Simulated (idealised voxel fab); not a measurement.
A process module follows: voxel transistor to metal.
Cross-section cut spans 300 nm and uses square cells 5 nm in size.
When this document writes out a cross-section, it uses a grid of square cells and lists it as bands, beginning at the top and moving down, with a band standing for one or more rows of cells. Quick guide to a band line: top height, bottom height (nm) up front; then every material left to right with its width in nm. Only one material and it's marked "all across"? Then it fills the band edge to edge. And "air" just means empty space. Zero point of the height axis is 0; under it, received wafer = one material. Lowest band: continues down indefinitely, "0 -> down". With a width like "30 to 40", each row of cells in the band differs from the next by the same amount, the top row carrying the first number and the bottom row the second. The cross-section has no changed cell in any step marked "nothing was modified". "Sealed cavities" specifies each empty space that is not open to the top and that occupies no fewer than 8 cells, using the form width x height at distance, the distance measured from the left edge and all three quantities in nm. Whatever follows a step's settings on its line is a remark the simulator itself makes about that step. A step's line can hold "overlay nm"; with a mask on that step, the setting says how far right of the planned place the mask lay, while a negative setting says it lay to the left. Before/after cross-section pairs, one process step each; after shown to lowest changed band; step and settings beneath. Pairs may be from different runs of this module on the same starting wafer; a pair continues from the one above only where its "Prior to step" entry says so.
PRIOR TO STEP
> 120 -> 110 = aC 35 nm, air 20 nm, aC 110 nm, air 20 nm, aC 115 nm
> 110 -> 105 = lowk 35 nm, air 20 nm, lowk 110 nm, air 20 nm, lowk 115 nm
> 105 -> 95 = lowk 35 nm, air 15 nm, aC 5 nm, lowk 110 nm, air 15 nm, aC 5 nm, lowk 115 nm
> 95 -> 80 = lowk 35 nm, air 15 nm, lowk 115 nm, air 15 nm, lowk 120 nm
> 80 -> 75 = SiCN all across
> 75 -> 55 = SiO2 35 nm, W 20 nm, SiO2 55 nm, W 20 nm, SiO2 35 nm, W 20 nm, SiO2 55 nm, W 20 nm, SiO2 40 nm
> 55 -> 50 = SiO2 35 nm, TiN 20 nm, SiO2 55 nm, TiN 20 nm, SiO2 35 nm, TiN 20 nm, SiO2 55 nm, TiN 20 nm, SiO2 40 nm
> 50 -> 35 = SiO2 35 nm, TiN 5 nm, W 10 nm, TiN 5 nm, SiO2 55 nm, TiN 5 nm, W 10 nm, TiN 5 nm, SiO2 35 nm, TiN 5 nm, W 10 nm, TiN 5 nm, SiO2 55 nm, TiN 5 nm, W 10 nm, TiN 5 nm, SiO2 40 nm
> 35 -> 25 = SiO2 35 nm, TiN 5 nm, W 10 nm, TiN 5 nm, SiO2 10 nm, SiN 10 nm, SiCN 15 nm, SiN 10 nm, SiO2 10 nm, TiN 5 nm, W 10 nm, TiN 5 nm, SiO2 35 nm, TiN 5 nm, W 10 nm, TiN 5 nm, SiO2 10 nm, SiN 10 nm, SiCN 15 nm, SiN 10 nm, SiO2 10 nm, TiN 5 nm, W 10 nm, TiN 5 nm, SiO2 40 nm
> 25 -> 10 = SiO2 35 nm, TiN 5 nm, W 10 nm, TiN 5 nm, SiO2 10 nm, SiN 10 nm, polySi 15 nm, SiN 10 nm, SiO2 10 nm, TiN 5 nm, W 10 nm, TiN 5 nm, SiO2 35 nm, TiN 5 nm, W 10 nm, TiN 5 nm, SiO2 10 nm, SiN 10 nm, polySi 15 nm, SiN 10 nm, SiO2 10 nm, TiN 5 nm, W 10 nm, TiN 5 nm, SiO2 40 nm
> 10 -> 5 = SiO2 35 nm, TiN 20 nm, SiO2 10 nm, SiN 10 nm, polySi 15 nm, SiN 10 nm, SiO2 10 nm, TiN 20 nm, SiO2 35 nm, TiN 20 nm, SiO2 10 nm, SiN 10 nm, polySi 15 nm, SiN 10 nm, SiO2 10 nm, TiN 20 nm, SiO2 40 nm
> 5 -> -5 = SiO2 25 nm, SiN 10 nm, SiGe 30 nm, SiN 10 nm, polySi 15 nm, SiN 10 nm, SiGe 30 nm, SiN 10 nm, SiO2 15 nm, SiN 10 nm, SiGe 30 nm, SiN 10 nm, polySi 15 nm, SiN 10 nm, SiGe 30 nm, SiN 10 nm, SiO2 30 nm
> -5 -> -10 = SiO2 35 nm, SiGe 30 nm, SiO2 35 nm, SiGe 30 nm, SiO2 35 nm, SiGe 30 nm, SiO2 35 nm, SiGe 30 nm, SiO2 40 nm
> -10 -> -20 = SiO2 30 nm, Si 5 nm, SiGe 30 nm, Si 35 nm, SiGe 30 nm, Si 5 nm, SiO2 25 nm, Si 5 nm, SiGe 30 nm, Si 35 nm, SiGe 30 nm, Si 5 nm, SiO2 35 nm
> -20 -> -25 = SiO2 30 nm, Si 105 nm, SiO2 25 nm, Si 105 nm, SiO2 35 nm
> -25 -> down = Si all across
> Sealed cavities: none
SECTION, POST-STEP
> 120 -> 110 = aC 35 nm, air 20 nm, aC 110 nm, air 20 nm, aC 115 nm
> 110 -> 105 = lowk 35 nm, air 20 nm, lowk 110 nm, air 20 nm, lowk 115 nm
> 105 -> 95 = lowk 35 nm, air 15 nm, aC 5 nm, lowk 110 nm, air 15 nm, aC 5 nm, lowk 115 nm
> 95 -> 80 = lowk 35 nm, air 15 nm, lowk 115 nm, air 15 nm, lowk 120 nm
> 80 -> 75 = SiCN 35 nm, air 15 nm, SiCN 115 nm, air 15 nm, SiCN 120 nm
> Under 75: no change, same as before.
> Sealed cavities: none
In between the before and after cross-sections above, the step is DIRECTIONAL_ETCH with etch materials SiCN, depth nm 5
Prior to step: the state before this step is the cross-section shown after the step in the pair just above.
SECTION, POST-STEP
> 110 -> 95 = lowk 35 nm, air 20 nm, lowk 110 nm, air 20 nm, lowk 115 nm
> Under 95: no change, same as before.
> Sealed cavities: none
In between the before and after cross-sections above, the step is STRIP with etch materials aC
Prior to step: the state before this step is the cross-section shown after the step in the pair just above.
SECTION, POST-STEP
> 115 -> 110 = TiN 40 nm, air 10 nm, TiN 120 nm, air 10 nm, TiN 120 nm
> 110 -> 100 = lowk 35 nm, TiN 5 nm, air 10 nm, TiN 5 nm, lowk 110 nm, TiN 5 nm, air 10 nm, TiN 5 nm, lowk 115 nm
> 100 -> 95 = lowk 35 nm, TiN 5 nm, air 5 nm, TiN 10 nm, lowk 110 nm, TiN 5 nm, air 5 nm, TiN 10 nm, lowk 115 nm
> 95 -> 80 = lowk 35 nm, TiN 5 nm, air 5 nm, TiN 5 nm, lowk 115 nm, TiN 5 nm, air 5 nm, TiN 5 nm, lowk 120 nm
> 80 -> 75 = SiCN 35 nm, TiN 15 nm, SiCN 115 nm, TiN 15 nm, SiCN 120 nm
> Under 75: no change, same as before.
> Sealed cavities: none
In between the before and after cross-sections above, the step is CONFORMAL_DEP with material TiN, thk nm 5
Prior to step: the state before this step is the cross-section shown after the step in the pair just above.
SECTION, POST-STEP
> 125 -> 115 = Cu all across
> 115 -> 110 = TiN 40 nm, Cu 10 nm, TiN 120 nm, Cu 10 nm, TiN 120 nm
> 110 -> 100 = lowk 35 nm, TiN 5 nm, Cu 10 nm, TiN 5 nm, lowk 110 nm, TiN 5 nm, Cu 10 nm, TiN 5 nm, lowk 115 nm
> 100 -> 95 = lowk 35 nm, TiN 5 nm, Cu 5 nm, TiN 10 nm, lowk 110 nm, TiN 5 nm, Cu 5 nm, TiN 10 nm, lowk 115 nm
> 95 -> 80 = lowk 35 nm, TiN 5 nm, Cu 5 nm, TiN 5 nm, lowk 115 nm, TiN 5 nm, Cu 5 nm, TiN 5 nm, lowk 120 nm
> Under 80: no change, same as before.
> Sealed cavities: none
In between the before and after cross-sections above, the step is FILL_DEP with material Cu, thk nm 10
Prior to step: the state before this step is the cross-section shown after the step in the pair just above.
SECTION, POST-STEP
> 110 -> 100 = lowk 35 nm, TiN 5 nm, Cu 10 nm, TiN 5 nm, lowk 110 nm, TiN 5 nm, Cu 10 nm, TiN 5 nm, lowk 115 nm
> Under 100: no change, same as before.
> Sealed cavities: none
In between the before and after cross-sections above, the step is CMP with height nm 110
Prior to step: the state before this step is the cross-section shown after the step in the pair just above.
SECTION, POST-STEP
> 115 -> 110 = SiCN all across
> Under 110: no change, same as before.
> Sealed cavities: none
In between the before and after cross-sections above, the step is CONFORMAL_DEP with material SiCN, thk nm 5
PRIOR TO STEP
> 125 -> 115 = Cu all across
> 115 -> 110 = TiN 40 nm, Cu 10 nm, TiN 120 nm, Cu 10 nm, TiN 120 nm
> 110 -> 100 = lowk 35 nm, TiN 5 nm, Cu 10 nm, TiN 5 nm, lowk 110 nm, TiN 5 nm, Cu 10 nm, TiN 5 nm, lowk 115 nm
> 100 -> 95 = lowk 35 nm, TiN 5 nm, Cu 5 nm, TiN 10 nm, lowk 110 nm, TiN 5 nm, Cu 5 nm, TiN 10 nm, lowk 115 nm
> 95 -> 80 = lowk 35 nm, TiN 5 nm, Cu 5 nm, TiN 5 nm, lowk 115 nm, TiN 5 nm, Cu 5 nm, TiN 5 nm, lowk 120 nm
> 80 -> 75 = SiCN 35 nm, TiN 15 nm, SiCN 115 nm, TiN 15 nm, SiCN 120 nm
> 75 -> 55 = SiO2 35 nm, W 20 nm, SiO2 55 nm, W 20 nm, SiO2 35 nm, W 20 nm, SiO2 55 nm, W 20 nm, SiO2 40 nm
> 55 -> 50 = SiO2 35 nm, TiN 20 nm, SiO2 55 nm, TiN 20 nm, SiO2 35 nm, TiN 20 nm, SiO2 55 nm, TiN 20 nm, SiO2 40 nm
> 50 -> 35 = SiO2 35 nm, TiN 5 nm, W 10 nm, TiN 5 nm, SiO2 55 nm, TiN 5 nm, W 10 nm, TiN 5 nm, SiO2 35 nm, TiN 5 nm, W 10 nm, TiN 5 nm, SiO2 55 nm, TiN 5 nm, W 10 nm, TiN 5 nm, SiO2 40 nm
> 35 -> 25 = SiO2 35 nm, TiN 5 nm, W 10 nm, TiN 5 nm, SiO2 10 nm, SiN 10 nm, SiCN 15 nm, SiN 10 nm, SiO2 10 nm, TiN 5 nm, W 10 nm, TiN 5 nm, SiO2 35 nm, TiN 5 nm, W 10 nm, TiN 5 nm, SiO2 10 nm, SiN 10 nm, SiCN 15 nm, SiN 10 nm, SiO2 10 nm, TiN 5 nm, W 10 nm, TiN 5 nm, SiO2 40 nm
> 25 -> 10 = SiO2 35 nm, TiN 5 nm, W 10 nm, TiN 5 nm, SiO2 10 nm, SiN 10 nm, polySi 15 nm, SiN 10 nm, SiO2 10 nm, TiN 5 nm, W 10 nm, TiN 5 nm, SiO2 35 nm, TiN 5 nm, W 10 nm, TiN 5 nm, SiO2 10 nm, SiN 10 nm, polySi 15 nm, SiN 10 nm, SiO2 10 nm, TiN 5 nm, W 10 nm, TiN 5 nm, SiO2 40 nm
> 10 -> 5 = SiO2 35 nm, TiN 20 nm, SiO2 10 nm, SiN 10 nm, polySi 15 nm, SiN 10 nm, SiO2 10 nm, TiN 20 nm, SiO2 35 nm, TiN 20 nm, SiO2 10 nm, SiN 10 nm, polySi 15 nm, SiN 10 nm, SiO2 10 nm, TiN 20 nm, SiO2 40 nm
> 5 -> -5 = SiO2 25 nm, SiN 10 nm, SiGe 30 nm, SiN 10 nm, polySi 15 nm, SiN 10 nm, SiGe 30 nm, SiN 10 nm, SiO2 15 nm, SiN 10 nm, SiGe 30 nm, SiN 10 nm, polySi 15 nm, SiN 10 nm, SiGe 30 nm, SiN 10 nm, SiO2 30 nm
> -5 -> -10 = SiO2 35 nm, SiGe 30 nm, SiO2 35 nm, SiGe 30 nm, SiO2 35 nm, SiGe 30 nm, SiO2 35 nm, SiGe 30 nm, SiO2 40 nm
> -10 -> -20 = SiO2 30 nm, Si 5 nm, SiGe 30 nm, Si 35 nm, SiGe 30 nm, Si 5 nm, SiO2 25 nm, Si 5 nm, SiGe 30 nm, Si 35 nm, SiGe 30 nm, Si 5 nm, SiO2 35 nm
> -20 -> -25 = SiO2 30 nm, Si 105 nm, SiO2 25 nm, Si 105 nm, SiO2 35 nm
> -25 -> down = Si all across
> Sealed cavities: none
SECTION, POST-STEP
> 130 -> 125 = SiCN all across
> Under 125: no change, same as before.
> Sealed cavities: none
In between the before and after cross-sections above, the step is CONFORMAL_DEP with material SiCN, thk nm 5
PRIOR TO STEP
> 120 -> 110 = aC 35 nm, air 20 nm, aC 110 nm, air 20 nm, aC 115 nm
> 110 -> 95 = lowk 35 nm, air 20 nm, lowk 110 nm, air 20 nm, lowk 115 nm
> 95 -> 80 = lowk all across
> 80 -> 75 = SiCN all across
> 75 -> 55 = SiO2 35 nm, W 20 nm, SiO2 55 nm, W 20 nm, SiO2 35 nm, W 20 nm, SiO2 55 nm, W 20 nm, SiO2 40 nm
> 55 -> 50 = SiO2 35 nm, TiN 20 nm, SiO2 55 nm, TiN 20 nm, SiO2 35 nm, TiN 20 nm, SiO2 55 nm, TiN 20 nm, SiO2 40 nm
> 50 -> 35 = SiO2 35 nm, TiN 5 nm, W 10 nm, TiN 5 nm, SiO2 55 nm, TiN 5 nm, W 10 nm, TiN 5 nm, SiO2 35 nm, TiN 5 nm, W 10 nm, TiN 5 nm, SiO2 55 nm, TiN 5 nm, W 10 nm, TiN 5 nm, SiO2 40 nm
> 35 -> 25 = SiO2 35 nm, TiN 5 nm, W 10 nm, TiN 5 nm, SiO2 10 nm, SiN 10 nm, SiCN 15 nm, SiN 10 nm, SiO2 10 nm, TiN 5 nm, W 10 nm, TiN 5 nm, SiO2 35 nm, TiN 5 nm, W 10 nm, TiN 5 nm, SiO2 10 nm, SiN 10 nm, SiCN 15 nm, SiN 10 nm, SiO2 10 nm, TiN 5 nm, W 10 nm, TiN 5 nm, SiO2 40 nm
> 25 -> 10 = SiO2 35 nm, TiN 5 nm, W 10 nm, TiN 5 nm, SiO2 10 nm, SiN 10 nm, polySi 15 nm, SiN 10 nm, SiO2 10 nm, TiN 5 nm, W 10 nm, TiN 5 nm, SiO2 35 nm, TiN 5 nm, W 10 nm, TiN 5 nm, SiO2 10 nm, SiN 10 nm, polySi 15 nm, SiN 10 nm, SiO2 10 nm, TiN 5 nm, W 10 nm, TiN 5 nm, SiO2 40 nm
> 10 -> 5 = SiO2 35 nm, TiN 20 nm, SiO2 10 nm, SiN 10 nm, polySi 15 nm, SiN 10 nm, SiO2 10 nm, TiN 20 nm, SiO2 35 nm, TiN 20 nm, SiO2 10 nm, SiN 10 nm, polySi 15 nm, SiN 10 nm, SiO2 10 nm, TiN 20 nm, SiO2 40 nm
> 5 -> -5 = SiO2 25 nm, SiN 10 nm, SiGe 30 nm, SiN 10 nm, polySi 15 nm, SiN 10 nm, SiGe 30 nm, SiN 10 nm, SiO2 15 nm, SiN 10 nm, SiGe 30 nm, SiN 10 nm, polySi 15 nm, SiN 10 nm, SiGe 30 nm, SiN 10 nm, SiO2 30 nm
> -5 -> -10 = SiO2 35 nm, SiGe 30 nm, SiO2 35 nm, SiGe 30 nm, SiO2 35 nm, SiGe 30 nm, SiO2 35 nm, SiGe 30 nm, SiO2 40 nm
> -10 -> -20 = SiO2 30 nm, Si 5 nm, SiGe 30 nm, Si 35 nm, SiGe 30 nm, Si 5 nm, SiO2 25 nm, Si 5 nm, SiGe 30 nm, Si 35 nm, SiGe 30 nm, Si 5 nm, SiO2 35 nm
> -20 -> -25 = SiO2 30 nm, Si 105 nm, SiO2 25 nm, Si 105 nm, SiO2 35 nm
> -25 -> down = Si all across
> Sealed cavities: none
SECTION, POST-STEP
> 120 -> 110 = aC 35 nm, air 20 nm, aC 110 nm, air 20 nm, aC 115 nm
> 110 -> 80 = lowk 35 nm, air 20 nm, lowk 110 nm, air 20 nm, lowk 115 nm
> Under 80: no change, same as before.
> Sealed cavities: none
In between the before and after cross-sections above, the step is DIRECTIONAL_ETCH with etch materials lowk, depth nm 15
Prior to step: the state before this step is the cross-section shown after the step in the pair just above.
SECTION, POST-STEP
> 110 -> 80 = lowk 35 nm, air 20 nm, lowk 110 nm, air 20 nm, lowk 115 nm
> Under 80: no change, same as before.
> Sealed cavities: none
In between the before and after cross-sections above, the step is STRIP with etch materials aC
Prior to step: the state before this step is the cross-section shown after the step in the pair just above.
SECTION, POST-STEP
> 120 -> 110 = aC 35 nm, air 20 nm, aC 110 nm, air 20 nm, aC 115 nm
> 110 -> 90 = lowk 35 nm, air 20 nm, lowk 110 nm, air 20 nm, lowk 115 nm
> 90 -> 80 = lowk 35 nm, aC 20 nm, lowk 110 nm, aC 20 nm, lowk 115 nm
> Under 80: no change, same as before.
> Sealed cavities: none
In between the before and after cross-sections above, the step is DIRECTIONAL_DEP with material aC, thk nm 10
Prior to step: the state before this step is the cross-section shown after the step in the pair just above.
SECTION, POST-STEP
> 145 -> 120 = resist 35 nm, air 15 nm, resist 115 nm, air 15 nm, resist 120 nm
> 120 -> 110 = aC 35 nm, air 15 nm, resist 5 nm, aC 110 nm, air 15 nm, resist 5 nm, aC 115 nm
> 110 -> 90 = lowk 35 nm, air 15 nm, resist 5 nm, lowk 110 nm, air 15 nm, resist 5 nm, lowk 115 nm
> Under 90: no change, same as before.
> Sealed cavities: none
In between the before and after cross-sections above, the step is PATTERN with tone open, mask id METAL_2_HOLES, material resist, width nm 15, pitch nm 130, thk nm 25, overlay nm 0
Prior to step: the state before this step is the cross-section shown after the step in the pair just above.
SECTION, POST-STEP
> 135 -> 120 = resist 35 nm, air 15 nm, resist 115 nm, air 15 nm, resist 120 nm
> 120 -> 110 = aC 35 nm, air 15 nm, resist 5 nm, aC 110 nm, air 15 nm, resist 5 nm, aC 115 nm
> 110 -> 90 = lowk 35 nm, air 15 nm, resist 5 nm, lowk 110 nm, air 15 nm, resist 5 nm, lowk 115 nm
> 90 -> 80 = lowk 35 nm, air 15 nm, aC 5 nm, lowk 110 nm, air 15 nm, aC 5 nm, lowk 115 nm
> Under 80: no change, same as before.
> Sealed cavities: none
In between the before and after cross-sections above, the step is DIRECTIONAL_ETCH with etch materials aC, depth nm 10
Prior to step: the state before this step is the cross-section shown after the step in the pair just above.
SECTION, POST-STEP
> 120 -> 110 = aC 35 nm, air 20 nm, aC 110 nm, air 20 nm, aC 115 nm
> 110 -> 90 = lowk 35 nm, air 20 nm, lowk 110 nm, air 20 nm, lowk 115 nm
> Under 90: no change, same as before.
> Sealed cavities: none
In between the before and after cross-sections above, the step is STRIP with etch materials resist
Prior to step: the state before this step is the cross-section shown after the step in the pair just above.
SECTION, POST-STEP
> 120 -> 110 = aC 35 nm, air 20 nm, aC 110 nm, air 20 nm, aC 115 nm
> 110 -> 90 = lowk 35 nm, air 20 nm, lowk 110 nm, air 20 nm, lowk 115 nm
> 90 -> 80 = lowk 35 nm, air 15 nm, aC 5 nm, lowk 110 nm, air 15 nm, aC 5 nm, lowk 115 nm
> 80 -> 75 = SiCN 35 nm, air 15 nm, SiCN 115 nm, air 15 nm, SiCN 120 nm
> Under 75: no change, same as before.
> Sealed cavities: none
In between the before and after cross-sections above, the step is DIRECTIONAL_ETCH with etch materials SiCN, depth nm 5
Prior to step: the state before this step is the cross-section shown after the step in the pair just above.
SECTION, POST-STEP
> 110 -> 80 = lowk 35 nm, air 20 nm, lowk 110 nm, air 20 nm, lowk 115 nm
> Under 80: no change, same as before.
> Sealed cavities: none
In between the before and after cross-sections above, the step is STRIP with etch materials aC
Prior to step: the state before this step is the cross-section shown after the step in the pair just above.
SECTION, POST-STEP
> 115 -> 110 = TiN 40 nm, air 10 nm, TiN 120 nm, air 10 nm, TiN 120 nm
> 110 -> 85 = lowk 35 nm, TiN 5 nm, air 10 nm, TiN 5 nm, lowk 110 nm, TiN 5 nm, air 10 nm, TiN 5 nm, lowk 115 nm
> 85 -> 80 = lowk 35 nm, TiN 5 nm, air 5 nm, TiN 10 nm, lowk 110 nm, TiN 5 nm, air 5 nm, TiN 10 nm, lowk 115 nm
> 80 -> 75 = SiCN 35 nm, TiN 15 nm, SiCN 115 nm, TiN 15 nm, SiCN 120 nm
> Under 75: no change, same as before.
> Sealed cavities: none
In between the before and after cross-sections above, the step is CONFORMAL_DEP with material TiN, thk nm 5
Prior to step: the state before this step is the cross-section shown after the step in the pair just above.
SECTION, POST-STEP
> 125 -> 115 = Cu all across
> 115 -> 110 = TiN 40 nm, Cu 10 nm, TiN 120 nm, Cu 10 nm, TiN 120 nm
> 110 -> 85 = lowk 35 nm, TiN 5 nm, Cu 10 nm, TiN 5 nm, lowk 110 nm, TiN 5 nm, Cu 10 nm, TiN 5 nm, lowk 115 nm
> 85 -> 80 = lowk 35 nm, TiN 5 nm, Cu 5 nm, TiN 10 nm, lowk 110 nm, TiN 5 nm, Cu 5 nm, TiN 10 nm, lowk 115 nm
> Under 80: no change, same as before.
> Sealed cavities: none
In between the before and after cross-sections above, the step is FILL_DEP with material Cu, thk nm 10
Prior to step: the state before this step is the cross-section shown after the step in the pair just above.
SECTION, POST-STEP
> 110 -> 85 = lowk 35 nm, TiN 5 nm, Cu 10 nm, TiN 5 nm, lowk 110 nm, TiN 5 nm, Cu 10 nm, TiN 5 nm, lowk 115 nm
> Under 85: no change, same as before.
> Sealed cavities: none
In between the before and after cross-sections above, the step is CMP with height nm 110
Prior to step: the state before this step is the cross-section shown after the step in the pair just above.
SECTION, POST-STEP
> 115 -> 110 = SiCN all across
> Under 110: no change, same as before.
> Sealed cavities: none
In between the before and after cross-sections above, the step is CONFORMAL_DEP with material SiCN, thk nm 5
PRIOR TO STEP
> 15 -> 10 = air 30 nm, SiN 105 nm, air 25 nm, SiN 105 nm, air 35 nm
> 10 -> 0 = SiO2 30 nm, SiN 105 nm, SiO2 25 nm, SiN 105 nm, SiO2 35 nm
> 0 -> -5 = SiO2 all across
> -5 -> -25 = SiO2 30 nm, Si 105 nm, SiO2 25 nm, Si 105 nm, SiO2 35 nm
> -25 -> down = Si all across
> Sealed cavities: none
SECTION, POST-STEP
> 15 -> 5 = air 30 nm, SiN 105 nm, air 25 nm, SiN 105 nm, air 35 nm
> Under 5: no change, same as before.
> Sealed cavities: none
In between the before and after cross-sections above, the step is SELECTIVE_ETCH with etch materials SiO2, depth nm 5
Prior to step: the state before this step is the cross-section shown after the step in the pair just above.
SECTION, POST-STEP
> 5 -> 0 = SiO2 30 nm, air 105 nm, SiO2 25 nm, air 105 nm, SiO2 35 nm
> Under 0: no change, same as before.
> Sealed cavities: none
In between the before and after cross-sections above, the step is STRIP with etch materials SiN
Prior to step: the state before this step is the cross-section shown after the step in the pair just above.
SECTION, POST-STEP
> 35 -> 30 = polySi 30 nm, air 105 nm, polySi 25 nm, air 105 nm, polySi 35 nm
> 30 -> 5 = polySi all across
> 5 -> 0 = SiO2 30 nm, polySi 105 nm, SiO2 25 nm, polySi 105 nm, SiO2 35 nm
> Under 0: no change, same as before.
> Sealed cavities: none
In between the before and after cross-sections above, the step is DIRECTIONAL_DEP with material polySi, thk nm 30
Prior to step: the state before this step is the cross-section shown after the step in the pair just above.
SECTION, POST-STEP
> 45 -> 40 = SiCN 30 nm, air 105 nm, SiCN 25 nm, air 105 nm, SiCN 35 nm
> 40 -> 35 = SiCN all across
> 35 -> 30 = polySi 30 nm, SiCN 105 nm, polySi 25 nm, SiCN 105 nm, polySi 35 nm
> Under 30: no change, same as before.
> Sealed cavities: none
In between the before and after cross-sections above, the step is DIRECTIONAL_DEP with material SiCN, thk nm 10
Prior to step: the state before this step is the cross-section shown after the step in the pair just above.
SECTION, POST-STEP
> 65 -> 45 = air 75 nm, resist 15 nm, air 115 nm, resist 15 nm, air 80 nm
> 45 -> 40 = SiCN 30 nm, air 45 nm, resist 15 nm, air 45 nm, SiCN 25 nm, air 45 nm, resist 15 nm, air 45 nm, SiCN 35 nm
> Under 40: no change, same as before.
> Sealed cavities: none
In between the before and after cross-sections above, the step is PATTERN with tone cover, mask id GATE, material resist, width nm 15, pitch nm 130, thk nm 20, overlay nm 0
Prior to step: the state before this step is the cross-section shown after the step in the pair just above.
SECTION, POST-STEP
> 65 -> 40 = air 75 nm, resist 15 nm, air 115 nm, resist 15 nm, air 80 nm
> 40 -> 35 = air 75 nm, SiCN 15 nm, air 115 nm, SiCN 15 nm, air 80 nm
> 35 -> 30 = polySi 30 nm, air 45 nm, SiCN 15 nm, air 45 nm, polySi 25 nm, air 45 nm, SiCN 15 nm, air 45 nm, polySi 35 nm
> Under 30: no change, same as before.
> Sealed cavities: none
In between the before and after cross-sections above, the step is DIRECTIONAL_ETCH with etch materials SiCN, depth nm 20
Prior to step: the state before this step is the cross-section shown after the step in the pair just above.
SECTION, POST-STEP
> 65 -> 40 = air 75 nm, resist 15 nm, air 115 nm, resist 15 nm, air 80 nm
> 40 -> 30 = air 75 nm, SiCN 15 nm, air 115 nm, SiCN 15 nm, air 80 nm
> 30 -> 5 = air 75 nm, polySi 15 nm, air 115 nm, polySi 15 nm, air 80 nm
> 5 -> 0 = SiO2 30 nm, air 45 nm, polySi 15 nm, air 45 nm, SiO2 25 nm, air 45 nm, polySi 15 nm, air 45 nm, SiO2 35 nm
> Under 0: no change, same as before.
> Sealed cavities: none
In between the before and after cross-sections above, the step is DIRECTIONAL_ETCH with etch materials polySi, depth nm 40
Prior to step: the state before this step is the cross-section shown after the step in the pair just above.
SECTION, POST-STEP
> 40 -> 30 = air 75 nm, SiCN 15 nm, air 115 nm, SiCN 15 nm, air 80 nm
> Under 30: no change, same as before.
> Sealed cavities: none
In between the before and after cross-sections above, the step is STRIP with etch materials resist
Prior to step: the state before this step is the cross-section shown after the step in the pair just above.
SECTION, POST-STEP
> 50 -> 40 = air 65 nm, SiN 35 nm, air 95 nm, SiN 35 nm, air 70 nm
> 40 -> 30 = air 65 nm, SiN 10 nm, SiCN 15 nm, SiN 10 nm, air 95 nm, SiN 10 nm, SiCN 15 nm, SiN 10 nm, air 70 nm
> 30 -> 15 = air 65 nm, SiN 10 nm, polySi 15 nm, SiN 10 nm, air 95 nm, SiN 10 nm, polySi 15 nm, SiN 10 nm, air 70 nm
> 15 -> 10 = SiN 40 nm, air 25 nm, SiN 10 nm, polySi 15 nm, SiN 10 nm, air 25 nm, SiN 45 nm, air 25 nm, SiN 10 nm, polySi 15 nm, SiN 10 nm, air 25 nm, SiN 45 nm
> 10 -> 5 = SiN 75 nm, polySi 15 nm, SiN 115 nm, polySi 15 nm, SiN 80 nm
> 5 -> 0 = SiO2 30 nm, SiN 45 nm, polySi 15 nm, SiN 45 nm, SiO2 25 nm, SiN 45 nm, polySi 15 nm, SiN 45 nm, SiO2 35 nm
> Under 0: no change, same as before.
> Sealed cavities: none
In between the before and after cross-sections above, the step is CONFORMAL_DEP with material SiN, thk nm 10
Prior to step: the state before this step is the cross-section shown after the step in the pair just above.
SECTION, POST-STEP
> 40 -> 30 = air 65 nm, SiN 10 nm, SiCN 15 nm, SiN 10 nm, air 95 nm, SiN 10 nm, SiCN 15 nm, SiN 10 nm, air 70 nm
> 30 -> 5 = air 65 nm, SiN 10 nm, polySi 15 nm, SiN 10 nm, air 95 nm, SiN 10 nm, polySi 15 nm, SiN 10 nm, air 70 nm
> 5 -> 0 = SiO2 30 nm, SiN 10 nm, air 25 nm, SiN 10 nm, polySi 15 nm, SiN 10 nm, air 25 nm, SiN 10 nm, SiO2 25 nm, SiN 10 nm, air 25 nm, SiN 10 nm, polySi 15 nm, SiN 10 nm, air 25 nm, SiN 10 nm, SiO2 35 nm
> Under 0: no change, same as before.
> Sealed cavities: none
In between the before and after cross-sections above, the step is DIRECTIONAL_ETCH with etch materials SiN, depth nm 10
Prior to step: the state before this step is the cross-section shown after the step in the pair just above.
SECTION, POST-STEP
> 40 -> 30 = air 65 nm, SiN 10 nm, SiCN 15 nm, SiN 10 nm, air 95 nm, SiN 10 nm, SiCN 15 nm, SiN 10 nm, air 70 nm
> 30 -> 5 = air 65 nm, SiN 10 nm, polySi 15 nm, SiN 10 nm, air 95 nm, SiN 10 nm, polySi 15 nm, SiN 10 nm, air 70 nm
> 5 -> 0 = air 30 nm, SiN 10 nm, air 25 nm, SiN 10 nm, polySi 15 nm, SiN 10 nm, air 25 nm, SiN 10 nm, air 25 nm, SiN 10 nm, air 25 nm, SiN 10 nm, polySi 15 nm, SiN 10 nm, air 25 nm, SiN 10 nm, air 35 nm
> 0 -> -5 = SiO2 40 nm, air 25 nm, SiO2 35 nm, air 25 nm, SiO2 45 nm, air 25 nm, SiO2 35 nm, air 25 nm, SiO2 45 nm
> Under -5: no change, same as before.
> Sealed cavities: none
In between the before and after cross-sections above, the step is DIRECTIONAL_ETCH with etch materials SiO2, depth nm 5
Prior to step: the state before this step is the cross-section shown after the step in the pair just above.
SECTION, POST-STEP
> 40 -> 30 = air 65 nm, SiN 10 nm, SiCN 15 nm, SiN 10 nm, air 95 nm, SiN 10 nm, SiCN 15 nm, SiN 10 nm, air 70 nm
> 30 -> 5 = air 65 nm, SiN 10 nm, polySi 15 nm, SiN 10 nm, air 95 nm, SiN 10 nm, polySi 15 nm, SiN 10 nm, air 70 nm
> 5 -> 0 = air 30 nm, SiN 10 nm, air 25 nm, SiN 10 nm, polySi 15 nm, SiN 10 nm, air 25 nm, SiN 10 nm, air 25 nm, SiN 10 nm, air 25 nm, SiN 10 nm, polySi 15 nm, SiN 10 nm, air 25 nm, SiN 10 nm, air 35 nm
> 0 -> -5 = SiO2 40 nm, air 25 nm, SiO2 35 nm, air 25 nm, SiO2 45 nm, air 25 nm, SiO2 35 nm, air 25 nm, SiO2 45 nm
> -5 -> -15 = SiO2 30 nm, Si 10 nm, air 25 nm, Si 35 nm, air 25 nm, Si 10 nm, SiO2 25 nm, Si 10 nm, air 25 nm, Si 35 nm, air 25 nm, Si 10 nm, SiO2 35 nm
> Under -15: no change, same as before.
> Sealed cavities: none
In between the before and after cross-sections above, the step is DIRECTIONAL_ETCH with etch materials Si, depth nm 10
